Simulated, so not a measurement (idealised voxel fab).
Documented hereafter: the process module known as voxel transistor to metal.
Section shown: cut. Width: 295 nm. Cell size: 5 nm, square.
Throughout this document, each cross-section is represented as a grid of square cells and is presented as a sequence of bands enumerated from the top downward, where a band comprises one or more rows of cells.
First you get the band's top height and its bottom height, in nm, and then the materials it's made of, left to right, with each width in nm. If you see a single material with "all across", that one covers the band edge to edge. "blank" is empty space.
Convention: height 0 is the level below which the wafer, as received, is all one material. The lowest band does not terminate at the bottom but continues downward, represented as "from 0 down".
The width entry "30..40" should be interpreted row by row: the top row of cells in the band takes the first number, the bottom row takes the second number, and the change between adjacent rows is uniform throughout.
Key: "nothing different" - step with no changed cell in the cross-section.
"Unvented cavities" specifies each empty space that is not open to the top and that occupies no fewer than 8 cells, using the form width x height at distance, the distance measured from the left edge and all three quantities in nm.
Whatever follows a step's settings on its line is a remark the simulator itself makes about that step.
overlay nm: for a step with a mask, the amount by which the mask lay right of where it was planned; a negative amount means left of it.
Pairs, read this way: before one process step on the one hand, after it on the other, the after cross-section ending at the lowest band that changed; the step between, settings included, beneath. Same starting wafer throughout, but possibly different runs of this module, so no pair continues from the pair above unless its entry headed "Pre-process state" says so.

-- Pre-process state
    from 40 to 25  35 nm aC, then 15 nm blank, then 65 nm aC, then 15 nm blank, then 30 nm aC, then 15 nm blank, then 65 nm aC, then 15 nm blank, then 40 nm aC
    from 25 to 15  SiO2 all across
    from 15 to 5  55 nm SiO2, then 10 nm SiN, then 5 nm HfO2, then 5 nm TiN, then 15 nm W, then 5 nm TiN, then 5 nm HfO2, then 10 nm SiN, then 70 nm SiO2, then 10 nm SiN, then 5 nm HfO2, then 5 nm TiN, then 15 nm W, then 5 nm TiN, then 5 nm HfO2, then 10 nm SiN, then 60 nm SiO2
    from 5 to 0  40 nm SiO2, then 15 nm nSi, then 10 nm SiN, then 5 nm HfO2, then 5 nm TiN, then 15 nm W, then 5 nm TiN, then 5 nm HfO2, then 10 nm SiN, then 15 nm nSi, then 40 nm SiO2, then 15 nm nSi, then 10 nm SiN, then 5 nm HfO2, then 5 nm TiN, then 15 nm W, then 5 nm TiN, then 5 nm HfO2, then 10 nm SiN, then 15 nm nSi, then 45 nm SiO2
    from 0 to -5  25 nm SiO2, then 10 nm SiN, then 5 nm SiO2, then 15 nm nSi, then 10 nm SiN, then 5 nm HfO2, then 25 nm TiN, then 5 nm HfO2, then 10 nm SiN, then 15 nm nSi, then 5 nm SiO2, then 10 nm SiN, then 10 nm SiO2, then 10 nm SiN, then 5 nm SiO2, then 15 nm nSi, then 10 nm SiN, then 5 nm HfO2, then 25 nm TiN, then 5 nm HfO2, then 10 nm SiN, then 15 nm nSi, then 5 nm SiO2, then 10 nm SiN, then 30 nm SiO2
    from -5 to -10  35 nm SiO2, then 20 nm nSi, then 5 nm SiO2, then 45 nm HfO2, then 5 nm SiO2, then 20 nm nSi, then 30 nm SiO2, then 20 nm nSi, then 5 nm SiO2, then 45 nm HfO2, then 5 nm SiO2, then 20 nm nSi, then 40 nm SiO2
    from -10 to -20  35 nm SiO2, then 20 nm nSi, then 55 nm Si, then 20 nm nSi, then 30 nm SiO2, then 20 nm nSi, then 55 nm Si, then 20 nm nSi, then 40 nm SiO2
    from -20 to -80  35 nm SiO2, then 95 nm Si, then 30 nm SiO2, then 95 nm Si, then 40 nm SiO2
    from -80 down  Si all across
    Unvented cavities: none

-- Sectional Result
    from 40 to 25  35 nm aC, then 15 nm blank, then 65 nm aC, then 15 nm blank, then 30 nm aC, then 15 nm blank, then 65 nm aC, then 15 nm blank, then 40 nm aC
    from 25 to 15  35 nm SiO2, then 15 nm blank, then 65 nm SiO2, then 15 nm blank, then 30 nm SiO2, then 15 nm blank, then 65 nm SiO2, then 15 nm blank, then 40 nm SiO2
    from 15 to 5  35 nm SiO2, then 15 nm blank, then 5 nm SiO2, then 10 nm SiN, then 5 nm HfO2, then 5 nm TiN, then 15 nm W, then 5 nm TiN, then 5 nm HfO2, then 10 nm SiN, then 5 nm SiO2, then 15 nm blank, then 30 nm SiO2, then 15 nm blank, then 5 nm SiO2, then 10 nm SiN, then 5 nm HfO2, then 5 nm TiN, then 15 nm W, then 5 nm TiN, then 5 nm HfO2, then 10 nm SiN, then 5 nm SiO2, then 15 nm blank, then 40 nm SiO2
    from 5 to 0  35 nm SiO2, then 5 nm blank, then 15 nm nSi, then 10 nm SiN, then 5 nm HfO2, then 5 nm TiN, then 15 nm W, then 5 nm TiN, then 5 nm HfO2, then 10 nm SiN, then 15 nm nSi, then 5 nm blank, then 30 nm SiO2, then 5 nm blank, then 15 nm nSi, then 10 nm SiN, then 5 nm HfO2, then 5 nm TiN, then 15 nm W, then 5 nm TiN, then 5 nm HfO2, then 10 nm SiN, then 15 nm nSi, then 5 nm blank, then 40 nm SiO2
    from 0 to -5  25 nm SiO2, then 10 nm SiN, then 5 nm blank, then 15 nm nSi, then 10 nm SiN, then 5 nm HfO2, then 25 nm TiN, then 5 nm HfO2, then 10 nm SiN, then 15 nm nSi, then 5 nm blank, then 10 nm SiN, then 10 nm SiO2, then 10 nm SiN, then 5 nm blank, then 15 nm nSi, then 10 nm SiN, then 5 nm HfO2, then 25 nm TiN, then 5 nm HfO2, then 10 nm SiN, then 15 nm nSi, then 5 nm blank, then 10 nm SiN, then 30 nm SiO2
    Beneath the level -5, the cross-section is identical to its previous state.
    Unvented cavities: none
Transition step, before and after shown above: DIRECTIONAL_ETCH (etch materials SiO2; depth nm 30)

Pre-process state: The structure entering this step is exactly what the pair just above shows after its step.

-- Sectional Result
    from 25 to 15  35 nm SiO2, then 15 nm blank, then 65 nm SiO2, then 15 nm blank, then 30 nm SiO2, then 15 nm blank, then 65 nm SiO2, then 15 nm blank, then 40 nm SiO2
    Beneath the level 15, the cross-section is identical to its previous state.
    Unvented cavities: none
Transition step, before and after shown above: STRIP (etch materials aC)

Pre-process state: The structure entering this step is exactly what the pair just above shows after its step.

-- Sectional Result
    from 30 to 25  40 nm TiN, then 5 nm blank, then 75 nm TiN, then 5 nm blank, then 40 nm TiN, then 5 nm blank, then 75 nm TiN, then 5 nm blank, then 45 nm TiN
    from 25 to 15  35 nm SiO2, then 5 nm TiN, then 5 nm blank, then 5 nm TiN, then 65 nm SiO2, then 5 nm TiN, then 5 nm blank, then 5 nm TiN, then 30 nm SiO2, then 5 nm TiN, then 5 nm blank, then 5 nm TiN, then 65 nm SiO2, then 5 nm TiN, then 5 nm blank, then 5 nm TiN, then 40 nm SiO2
    from 15 to 10  35 nm SiO2, then 5 nm TiN, then 5 nm blank, then 5 nm TiN, then 5 nm SiO2, then 10 nm SiN, then 5 nm HfO2, then 5 nm TiN, then 15 nm W, then 5 nm TiN, then 5 nm HfO2, then 10 nm SiN, then 5 nm SiO2, then 5 nm TiN, then 5 nm blank, then 5 nm TiN, then 30 nm SiO2, then 5 nm TiN, then 5 nm blank, then 5 nm TiN, then 5 nm SiO2, then 10 nm SiN, then 5 nm HfO2, then 5 nm TiN, then 15 nm W, then 5 nm TiN, then 5 nm HfO2, then 10 nm SiN, then 5 nm SiO2, then 5 nm TiN, then 5 nm blank, then 5 nm TiN, then 40 nm SiO2
    from 10 to 5  35 nm SiO2, then 15 nm TiN, then 5 nm SiO2, then 10 nm SiN, then 5 nm HfO2, then 5 nm TiN, then 15 nm W, then 5 nm TiN, then 5 nm HfO2, then 10 nm SiN, then 5 nm SiO2, then 15 nm TiN, then 30 nm SiO2, then 15 nm TiN, then 5 nm SiO2, then 10 nm SiN, then 5 nm HfO2, then 5 nm TiN, then 15 nm W, then 5 nm TiN, then 5 nm HfO2, then 10 nm SiN, then 5 nm SiO2, then 15 nm TiN, then 40 nm SiO2
    from 5 to 0  35 nm SiO2, then 5 nm TiN, then 15 nm nSi, then 10 nm SiN, then 5 nm HfO2, then 5 nm TiN, then 15 nm W, then 5 nm TiN, then 5 nm HfO2, then 10 nm SiN, then 15 nm nSi, then 5 nm TiN, then 30 nm SiO2, then 5 nm TiN, then 15 nm nSi, then 10 nm SiN, then 5 nm HfO2, then 5 nm TiN, then 15 nm W, then 5 nm TiN, then 5 nm HfO2, then 10 nm SiN, then 15 nm nSi, then 5 nm TiN, then 40 nm SiO2
    from 0 to -5  25 nm SiO2, then 10 nm SiN, then 5 nm TiN, then 15 nm nSi, then 10 nm SiN, then 5 nm HfO2, then 25 nm TiN, then 5 nm HfO2, then 10 nm SiN, then 15 nm nSi, then 5 nm TiN, then 10 nm SiN, then 10 nm SiO2, then 10 nm SiN, then 5 nm TiN, then 15 nm nSi, then 10 nm SiN, then 5 nm HfO2, then 25 nm TiN, then 5 nm HfO2, then 10 nm SiN, then 15 nm nSi, then 5 nm TiN, then 10 nm SiN, then 30 nm SiO2
    Beneath the level -5, the cross-section is identical to its previous state.
    Unvented cavities: none
Transition step, before and after shown above: CONFORMAL_DEP (material TiN; thk nm 5)

Pre-process state: The structure entering this step is exactly what the pair just above shows after its step.

-- Sectional Result
    from 40 to 30  W all across
    from 30 to 25  40 nm TiN, then 5 nm W, then 75 nm TiN, then 5 nm W, then 40 nm TiN, then 5 nm W, then 75 nm TiN, then 5 nm W, then 45 nm TiN
    from 25 to 15  35 nm SiO2, then 5 nm TiN, then 5 nm W, then 5 nm TiN, then 65 nm SiO2, then 5 nm TiN, then 5 nm W, then 5 nm TiN, then 30 nm SiO2, then 5 nm TiN, then 5 nm W, then 5 nm TiN, then 65 nm SiO2, then 5 nm TiN, then 5 nm W, then 5 nm TiN, then 40 nm SiO2
    from 15 to 10  35 nm SiO2, then 5 nm TiN, then 5 nm W, then 5 nm TiN, then 5 nm SiO2, then 10 nm SiN, then 5 nm HfO2, then 5 nm TiN, then 15 nm W, then 5 nm TiN, then 5 nm HfO2, then 10 nm SiN, then 5 nm SiO2, then 5 nm TiN, then 5 nm W, then 5 nm TiN, then 30 nm SiO2, then 5 nm TiN, then 5 nm W, then 5 nm TiN, then 5 nm SiO2, then 10 nm SiN, then 5 nm HfO2, then 5 nm TiN, then 15 nm W, then 5 nm TiN, then 5 nm HfO2, then 10 nm SiN, then 5 nm SiO2, then 5 nm TiN, then 5 nm W, then 5 nm TiN, then 40 nm SiO2
    Beneath the level 10, the cross-section is identical to its previous state.
    Unvented cavities: none
Transition step, before and after shown above: FILL_DEP (material W; thk nm 10)

Pre-process state: The structure entering this step is exactly what the pair just above shows after its step.

-- Sectional Result
    from 25 to 15  35 nm SiO2, then 5 nm TiN, then 5 nm W, then 5 nm TiN, then 65 nm SiO2, then 5 nm TiN, then 5 nm W, then 5 nm TiN, then 30 nm SiO2, then 5 nm TiN, then 5 nm W, then 5 nm TiN, then 65 nm SiO2, then 5 nm TiN, then 5 nm W, then 5 nm TiN, then 40 nm SiO2
    Beneath the level 15, the cross-section is identical to its previous state.
    Unvented cavities: none
Transition step, before and after shown above: CMP (height nm 25)

Pre-process state: The structure entering this step is exactly what the pair just above shows after its step.

-- Sectional Result
    from 30 to 25  TiN all across
    Beneath the level 25, the cross-section is identical to its previous state.
    Unvented cavities: none
Transition step, before and after shown above: DIRECTIONAL_DEP (material TiN; thk nm 5)

Pre-process state: The structure entering this step is exactly what the pair just above shows after its step.

-- Sectional Result
    from 50 to 30  W all across
    Beneath the level 30, the cross-section is identical to its previous state.
    Unvented cavities: none
Transition step, before and after shown above: DIRECTIONAL_DEP (material W; thk nm 20)

Pre-process state: The structure entering this step is exactly what the pair just above shows after its step.

-- Sectional Result
    from 60 to 50  aC all across
    Beneath the level 50, the cross-section is identical to its previous state.
    Unvented cavities: none
Transition step, before and after shown above: DIRECTIONAL_DEP (material aC; thk nm 10)

Pre-process state: The structure entering this step is exactly what the pair just above shows after its step.

-- Sectional Result
    from 85 to 60  35 nm blank, then 15 nm resist, then 65 nm blank, then 15 nm resist, then 30 nm blank, then 15 nm resist, then 65 nm blank, then 15 nm resist, then 40 nm blank
    Beneath the level 60, the cross-section is identical to its previous state.
    Unvented cavities: none
Transition step, before and after shown above: PATTERN (tone cover; mask id METAL_1; material resist; width nm 15; thk nm 25; overlay nm 0)

Pre-process state: The structure entering this step is exactly what the pair just above shows after its step.

-- Sectional Result
    from 75 to 60  35 nm blank, then 15 nm resist, then 65 nm blank, then 15 nm resist, then 30 nm blank, then 15 nm resist, then 65 nm blank, then 15 nm resist, then 40 nm blank
    from 60 to 50  35 nm blank, then 15 nm aC, then 65 nm blank, then 15 nm aC, then 30 nm blank, then 15 nm aC, then 65 nm blank, then 15 nm aC, then 40 nm blank
    Beneath the level 50, the cross-section is identical to its previous state.
    Unvented cavities: none
Transition step, before and after shown above: DIRECTIONAL_ETCH (etch materials aC; depth nm 10)

Pre-process state: The structure entering this step is exactly what the pair just above shows after its step.

-- Sectional Result
    from 60 to 50  35 nm blank, then 15 nm aC, then 65 nm blank, then 15 nm aC, then 30 nm blank, then 15 nm aC, then 65 nm blank, then 15 nm aC, then 40 nm blank
    Beneath the level 50, the cross-section is identical to its previous state.
    Unvented cavities: none
Transition step, before and after shown above: STRIP (etch materials resist)

Pre-process state: The structure entering this step is exactly what the pair just above shows after its step.

-- Sectional Result
    from 60 to 50  35 nm blank, then 15 nm aC, then 65 nm blank, then 15 nm aC, then 30 nm blank, then 15 nm aC, then 65 nm blank, then 15 nm aC, then 40 nm blank
    from 50 to 30  35 nm blank, then 15 nm W, then 65 nm blank, then 15 nm W, then 30 nm blank, then 15 nm W, then 65 nm blank, then 15 nm W, then 40 nm blank
    Beneath the level 30, the cross-section is identical to its previous state.
    Unvented cavities: none
Transition step, before and after shown above: DIRECTIONAL_ETCH (etch materials W; depth nm 20)

Pre-process state: The structure entering this step is exactly what the pair just above shows after its step.

-- Sectional Result
    from 60 to 50  35 nm blank, then 15 nm aC, then 65 nm blank, then 15 nm aC, then 30 nm blank, then 15 nm aC, then 65 nm blank, then 15 nm aC, then 40 nm blank
    from 50 to 30  35 nm blank, then 15 nm W, then 65 nm blank, then 15 nm W, then 30 nm blank, then 15 nm W, then 65 nm blank, then 15 nm W, then 40 nm blank
    from 30 to 25  35 nm blank, then 15 nm TiN, then 65 nm blank, then 15 nm TiN, then 30 nm blank, then 15 nm TiN, then 65 nm blank, then 15 nm TiN, then 40 nm blank
    Beneath the level 25, the cross-section is identical to its previous state.
    Unvented cavities: none
Transition step, before and after shown above: DIRECTIONAL_ETCH (etch materials TiN; depth nm 5)

Pre-process state: The structure entering this step is exactly what the pair just above shows after its step.

-- Sectional Result
    from 50 to 30  35 nm blank, then 15 nm W, then 65 nm blank, then 15 nm W, then 30 nm blank, then 15 nm W, then 65 nm blank, then 15 nm W, then 40 nm blank
    Beneath the level 30, the cross-section is identical to its previous state.
    Unvented cavities: none
Transition step, before and after shown above: STRIP (etch materials aC)

Pre-process state: The structure entering this step is exactly what the pair just above shows after its step.

-- Sectional Result
    from 55 to 50  SiO2 all across
    from 50 to 30  35 nm SiO2, then 15 nm W, then 65 nm SiO2, then 15 nm W, then 30 nm SiO2, then 15 nm W, then 65 nm SiO2, then 15 nm W, then 40 nm SiO2
    from 30 to 25  35 nm SiO2, then 15 nm TiN, then 65 nm SiO2, then 15 nm TiN, then 30 nm SiO2, then 15 nm TiN, then 65 nm SiO2, then 15 nm TiN, then 40 nm SiO2
    Beneath the level 25, the cross-section is identical to its previous state.
    Unvented cavities: none
Transition step, before and after shown above: FILL_DEP (material SiO2; thk nm 5)

Pre-process state: The structure entering this step is exactly what the pair just above shows after its step.

-- Sectional Result
    from 50 to 30  35 nm SiO2, then 15 nm W, then 65 nm SiO2, then 15 nm W, then 30 nm SiO2, then 15 nm W, then 65 nm SiO2, then 15 nm W, then 40 nm SiO2
    Beneath the level 30, the cross-section is identical to its previous state.
    Unvented cavities: none
Transition step, before and after shown above: CMP (height nm 50)

Pre-process state: The structure entering this step is exactly what the pair just above shows after its step.

-- Sectional Result
    from 55 to 50  SiCN all across
    Beneath the level 50, the cross-section is identical to its previous state.
    Unvented cavities: none
Transition step, before and after shown above: CONFORMAL_DEP (material SiCN; thk nm 5)

Pre-process state: The structure entering this step is exactly what the pair just above shows after its step.

-- Sectional Result
    from 85 to 55  SiO2 all across
    Beneath the level 55, the cross-section is identical to its previous state.
    Unvented cavities: none
Transition step, before and after shown above: DIRECTIONAL_DEP (material SiO2; thk nm 30)

Pre-process state: The structure entering this step is exactly what the pair just above shows after its step.

-- Sectional Result
    from 95 to 85  aC all across
    Beneath the level 85, the cross-section is identical to its previous state.
    Unvented cavities: none
Transition step, before and after shown above: DIRECTIONAL_DEP (material aC; thk nm 10)

Pre-process state: The structure entering this step is exactly what the pair just above shows after its step.

-- Sectional Result
    from 125 to 95  35 nm resist, then 15 nm blank, then 110 nm resist, then 15 nm blank, then 120 nm resist
    Beneath the level 95, the cross-section is identical to its previous state.
    Unvented cavities: none
Transition step, before and after shown above: PATTERN (tone open; mask id METAL_2; material resist; width nm 15; pitch nm 125; thk nm 30; overlay nm 0)

Pre-process state: The structure entering this step is exactly what the pair just above shows after its step.

-- Sectional Result
    from 115 to 95  35 nm resist, then 15 nm blank, then 110 nm resist, then 15 nm blank, then 120 nm resist
    from 95 to 85  35 nm aC, then 15 nm blank, then 110 nm aC, then 15 nm blank, then 120 nm aC
    Beneath the level 85, the cross-section is identical to its previous state.
    Unvented cavities: none
Transition step, before and after shown above: DIRECTIONAL_ETCH (etch materials aC; depth nm 10)

Pre-process state: The structure entering this step is exactly what the pair just above shows after its step.

-- Sectional Result
    from 95 to 85  35 nm aC, then 15 nm blank, then 110 nm aC, then 15 nm blank, then 120 nm aC
    Beneath the level 85, the cross-section is identical to its previous state.
    Unvented cavities: none
Transition step, before and after shown above: STRIP (etch materials resist)

Pre-process state: The structure entering this step is exactly what the pair just above shows after its step.

-- Sectional Result
    from 95 to 85  35 nm aC, then 15 nm blank, then 110 nm aC, then 15 nm blank, then 120 nm aC
    from 85 to 65  35 nm SiO2, then 15 nm blank, then 110 nm SiO2, then 15 nm blank, then 120 nm SiO2
    Beneath the level 65, the cross-section is identical to its previous state.
    Unvented cavities: none
Transition step, before and after shown above: DIRECTIONAL_ETCH (etch materials SiO2; depth nm 20)

Pre-process state: The structure entering this step is exactly what the pair just above shows after its step.

-- Sectional Result
    from 85 to 65  35 nm SiO2, then 15 nm blank, then 110 nm SiO2, then 15 nm blank, then 120 nm SiO2
    Beneath the level 65, the cross-section is identical to its previous state.
    Unvented cavities: none
Transition step, before and after shown above: STRIP (etch materials aC)

Pre-process state: The structure entering this step is exactly what the pair just above shows after its step.

-- Sectional Result
    from 100 to 85  35 nm aC, then 15 nm blank, then 110 nm aC, then 15 nm blank, then 120 nm aC
    from 85 to 80  35 nm SiO2, then 15 nm blank, then 110 nm SiO2, then 15 nm blank, then 120 nm SiO2
    from 80 to 65  35 nm SiO2, then 15 nm aC, then 110 nm SiO2, then 15 nm aC, then 120 nm SiO2
    Beneath the level 65, the cross-section is identical to its previous state.
    Unvented cavities: none
Transition step, before and after shown above: DIRECTIONAL_DEP (material aC; thk nm 15)

Pre-process state: The structure entering this step is exactly what the pair just above shows after its step.

-- Sectional Result
    from 130 to 100  35 nm resist, then 15 nm blank, then 110 nm resist, then 15 nm blank, then 120 nm resist
    Beneath the level 100, the cross-section is identical to its previous state.
    Unvented cavities: none
Transition step, before and after shown above: PATTERN (tone open; mask id METAL_2_HOLES; material resist; width nm 15; pitch nm 125; thk nm 30; overlay nm 0)

Pre-process state: The structure entering this step is exactly what the pair just above shows after its step.

-- Sectional Result
    from 115 to 100  35 nm resist, then 15 nm blank, then 110 nm resist, then 15 nm blank, then 120 nm resist
    from 100 to 85  35 nm aC, then 15 nm blank, then 110 nm aC, then 15 nm blank, then 120 nm aC
    from 85 to 65  35 nm SiO2, then 15 nm blank, then 110 nm SiO2, then 15 nm blank, then 120 nm SiO2
    Beneath the level 65, the cross-section is identical to its previous state.
    Unvented cavities: none
Transition step, before and after shown above: DIRECTIONAL_ETCH (etch materials aC; depth nm 15)

Pre-process state: The structure entering this step is exactly what the pair just above shows after its step.

-- Sectional Result
    from 100 to 85  35 nm aC, then 15 nm blank, then 110 nm aC, then 15 nm blank, then 120 nm aC
    Beneath the level 85, the cross-section is identical to its previous state.
    Unvented cavities: none
Transition step, before and after shown above: STRIP (etch materials resist)

Pre-process state: The structure entering this step is exactly what the pair just above shows after its step.

-- Sectional Result
    from 100 to 85  35 nm aC, then 15 nm blank, then 110 nm aC, then 15 nm blank, then 120 nm aC
    from 85 to 55  35 nm SiO2, then 15 nm blank, then 110 nm SiO2, then 15 nm blank, then 120 nm SiO2
    Beneath the level 55, the cross-section is identical to its previous state.
    Unvented cavities: none
Transition step, before and after shown above: DIRECTIONAL_ETCH (etch materials SiO2; depth nm 10)

Pre-process state: The structure entering this step is exactly what the pair just above shows after its step.

-- Sectional Result
    from 100 to 85  35 nm aC, then 15 nm blank, then 110 nm aC, then 15 nm blank, then 120 nm aC
    from 85 to 55  35 nm SiO2, then 15 nm blank, then 110 nm SiO2, then 15 nm blank, then 120 nm SiO2
    from 55 to 50  35 nm SiCN, then 15 nm blank, then 110 nm SiCN, then 15 nm blank, then 120 nm SiCN
    Beneath the level 50, the cross-section is identical to its previous state.
    Unvented cavities: none
Transition step, before and after shown above: DIRECTIONAL_ETCH (etch materials SiCN; depth nm 5)

Pre-process state: The structure entering this step is exactly what the pair just above shows after its step.

-- Sectional Result
    from 85 to 55  35 nm SiO2, then 15 nm blank, then 110 nm SiO2, then 15 nm blank, then 120 nm SiO2
    Beneath the level 55, the cross-section is identical to its previous state.
    Unvented cavities: none
Transition step, before and after shown above: STRIP (etch materials aC)

Pre-process state: The structure entering this step is exactly what the pair just above shows after its step.

-- Sectional Result
    from 90 to 85  40 nm TiN, then 5 nm blank, then 120 nm TiN, then 5 nm blank, then 125 nm TiN
    from 85 to 55  35 nm SiO2, then 5 nm TiN, then 5 nm blank, then 5 nm TiN, then 110 nm SiO2, then 5 nm TiN, then 5 nm blank, then 5 nm TiN, then 120 nm SiO2
    from 55 to 50  35 nm SiCN, then 15 nm TiN, then 110 nm SiCN, then 15 nm TiN, then 120 nm SiCN
    Beneath the level 50, the cross-section is identical to its previous state.
    Unvented cavities: none
Transition step, before and after shown above: CONFORMAL_DEP (material TiN; thk nm 5)

Pre-process state: The structure entering this step is exactly what the pair just above shows after its step.

-- Sectional Result
    from 100 to 90  Ru all across
    from 90 to 85  40 nm TiN, then 5 nm Ru, then 120 nm TiN, then 5 nm Ru, then 125 nm TiN
    from 85 to 55  35 nm SiO2, then 5 nm TiN, then 5 nm Ru, then 5 nm TiN, then 110 nm SiO2, then 5 nm TiN, then 5 nm Ru, then 5 nm TiN, then 120 nm SiO2
    Beneath the level 55, the cross-section is identical to its previous state.
    Unvented cavities: none
Transition step, before and after shown above: FILL_DEP (material Ru; thk nm 10)

Pre-process state: The structure entering this step is exactly what the pair just above shows after its step.

-- Sectional Result
    from 85 to 55  35 nm SiO2, then 5 nm TiN, then 5 nm Ru, then 5 nm TiN, then 110 nm SiO2, then 5 nm TiN, then 5 nm Ru, then 5 nm TiN, then 120 nm SiO2
    Beneath the level 55, the cross-section is identical to its previous state.
    Unvented cavities: none
Transition step, before and after shown above: CMP (height nm 85)

Pre-process state: The structure entering this step is exactly what the pair just above shows after its step.

-- Sectional Result
    from 90 to 85  SiN all across
    Beneath the level 85, the cross-section is identical to its previous state.
    Unvented cavities: none
Transition step, before and after shown above: CONFORMAL_DEP (material SiN; thk nm 5)

-- Pre-process state
    from 20 to 15  55 nm blank, then 10 nm SiN, then 35 nm blank, then 10 nm SiN, then 70 nm blank, then 10 nm SiN, then 35 nm blank, then 10 nm SiN, then 60 nm blank
    from 15 to 5  55 nm SiO2, then 10 nm SiN, then 35 nm blank, then 10 nm SiN, then 70 nm SiO2, then 10 nm SiN, then 35 nm blank, then 10 nm SiN, then 60 nm SiO2
    from 5 to 0  40 nm SiO2, then 15 nm nSi, then 10 nm SiN, then 35 nm blank, then 10 nm SiN, then 15 nm nSi, then 40 nm SiO2, then 15 nm nSi, then 10 nm SiN, then 35 nm blank, then 10 nm SiN, then 15 nm nSi, then 45 nm SiO2
    from 0 to -5  25 nm SiO2, then 10 nm SiN, then 5 nm SiO2, then 15 nm nSi, then 10 nm SiN, then 35 nm blank, then 10 nm SiN, then 15 nm nSi, then 5 nm SiO2, then 10 nm SiN, then 10 nm SiO2, then 10 nm SiN, then 5 nm SiO2, then 15 nm nSi, then 10 nm SiN, then 35 nm blank, then 10 nm SiN, then 15 nm nSi, then 5 nm SiO2, then 10 nm SiN, then 30 nm SiO2
    from -5 to -10  35 nm SiO2, then 20 nm nSi, then 5 nm SiO2, then 45 nm blank, then 5 nm SiO2, then 20 nm nSi, then 30 nm SiO2, then 20 nm nSi, then 5 nm SiO2, then 45 nm blank, then 5 nm SiO2, then 20 nm nSi, then 40 nm SiO2
    from -10 to -20  35 nm SiO2, then 20 nm nSi, then 55 nm Si, then 20 nm nSi, then 30 nm SiO2, then 20 nm nSi, then 55 nm Si, then 20 nm nSi, then 40 nm SiO2
    from -20 to -45  35 nm SiO2, then 95 nm Si, then 30 nm SiO2, then 95 nm Si, then 40 nm SiO2
    from -45 down  Si all across
    Unvented cavities: none

-- Sectional Result
    from 25 to 20  50 nm blank, then 20 nm TiN, then 25 nm blank, then 20 nm TiN, then 60 nm blank, then 20 nm TiN, then 25 nm blank, then 20 nm TiN, then 55 nm blank
    from 20 to 15  55 nm TiN, then 10 nm SiN, then 5 nm TiN, then 25 nm blank, then 5 nm TiN, then 10 nm SiN, then 70 nm TiN, then 10 nm SiN, then 5 nm TiN, then 25 nm blank, then 5 nm TiN, then 10 nm SiN, then 60 nm TiN
    from 15 to 5  55 nm SiO2, then 10 nm SiN, then 5 nm TiN, then 25 nm blank, then 5 nm TiN, then 10 nm SiN, then 70 nm SiO2, then 10 nm SiN, then 5 nm TiN, then 25 nm blank, then 5 nm TiN, then 10 nm SiN, then 60 nm SiO2
    from 5 to 0  40 nm SiO2, then 15 nm nSi, then 10 nm SiN, then 5 nm TiN, then 25 nm blank, then 5 nm TiN, then 10 nm SiN, then 15 nm nSi, then 40 nm SiO2, then 15 nm nSi, then 10 nm SiN, then 5 nm TiN, then 25 nm blank, then 5 nm TiN, then 10 nm SiN, then 15 nm nSi, then 45 nm SiO2
    from 0 to -5  25 nm SiO2, then 10 nm SiN, then 5 nm SiO2, then 15 nm nSi, then 10 nm SiN, then 5 nm TiN, then 25 nm blank, then 5 nm TiN, then 10 nm SiN, then 15 nm nSi, then 5 nm SiO2, then 10 nm SiN, then 10 nm SiO2, then 10 nm SiN, then 5 nm SiO2, then 15 nm nSi, then 10 nm SiN, then 5 nm TiN, then 25 nm blank, then 5 nm TiN, then 10 nm SiN, then 15 nm nSi, then 5 nm SiO2, then 10 nm SiN, then 30 nm SiO2
    from -5 to -10  35 nm SiO2, then 20 nm nSi, then 5 nm SiO2, then 45 nm TiN, then 5 nm SiO2, then 20 nm nSi, then 30 nm SiO2, then 20 nm nSi, then 5 nm SiO2, then 45 nm TiN, then 5 nm SiO2, then 20 nm nSi, then 40 nm SiO2
    Beneath the level -10, the cross-section is identical to its previous state.
    Unvented cavities: none
Transition step, before and after shown above: CONFORMAL_DEP (material TiN; thk nm 5)

Pre-process state: The structure entering this step is exactly what the pair just above shows after its step.

-- Sectional Result
    from 30 to 25  45 nm blank, then 30 nm HfO2, then 15 nm blank, then 30 nm HfO2, then 50 nm blank, then 30 nm HfO2, then 15 nm blank, then 30 nm HfO2, then 50 nm blank
    from 25 to 20  50 nm HfO2, then 20 nm TiN, then 5 nm HfO2, then 15 nm blank, then 5 nm HfO2, then 20 nm TiN, then 60 nm HfO2, then 20 nm TiN, then 5 nm HfO2, then 15 nm blank, then 5 nm HfO2, then 20 nm TiN, then 55 nm HfO2
    from 20 to 15  55 nm TiN, then 10 nm SiN, then 5 nm TiN, then 5 nm HfO2, then 15 nm blank, then 5 nm HfO2, then 5 nm TiN, then 10 nm SiN, then 70 nm TiN, then 10 nm SiN, then 5 nm TiN, then 5 nm HfO2, then 15 nm blank, then 5 nm HfO2, then 5 nm TiN, then 10 nm SiN, then 60 nm TiN
    from 15 to 5  55 nm SiO2, then 10 nm SiN, then 5 nm TiN, then 5 nm HfO2, then 15 nm blank, then 5 nm HfO2, then 5 nm TiN, then 10 nm SiN, then 70 nm SiO2, then 10 nm SiN, then 5 nm TiN, then 5 nm HfO2, then 15 nm blank, then 5 nm HfO2, then 5 nm TiN, then 10 nm SiN, then 60 nm SiO2
    from 5 to 0  40 nm SiO2, then 15 nm nSi, then 10 nm SiN, then 5 nm TiN, then 5 nm HfO2, then 15 nm blank, then 5 nm HfO2, then 5 nm TiN, then 10 nm SiN, then 15 nm nSi, then 40 nm SiO2, then 15 nm nSi, then 10 nm SiN, then 5 nm TiN, then 5 nm HfO2, then 15 nm blank, then 5 nm HfO2, then 5 nm TiN, then 10 nm SiN, then 15 nm nSi, then 45 nm SiO2
    from 0 to -5  25 nm SiO2, then 10 nm SiN, then 5 nm SiO2, then 15 nm nSi, then 10 nm SiN, then 5 nm TiN, then 25 nm HfO2, then 5 nm TiN, then 10 nm SiN, then 15 nm nSi, then 5 nm SiO2, then 10 nm SiN, then 10 nm SiO2, then 10 nm SiN, then 5 nm SiO2, then 15 nm nSi, then 10 nm SiN, then 5 nm TiN, then 25 nm HfO2, then 5 nm TiN, then 10 nm SiN, then 15 nm nSi, then 5 nm SiO2, then 10 nm SiN, then 30 nm SiO2
    Beneath the level -5, the cross-section is identical to its previous state.
    Unvented cavities: none
Transition step, before and after shown above: CONFORMAL_DEP (material HfO2; thk nm 5)
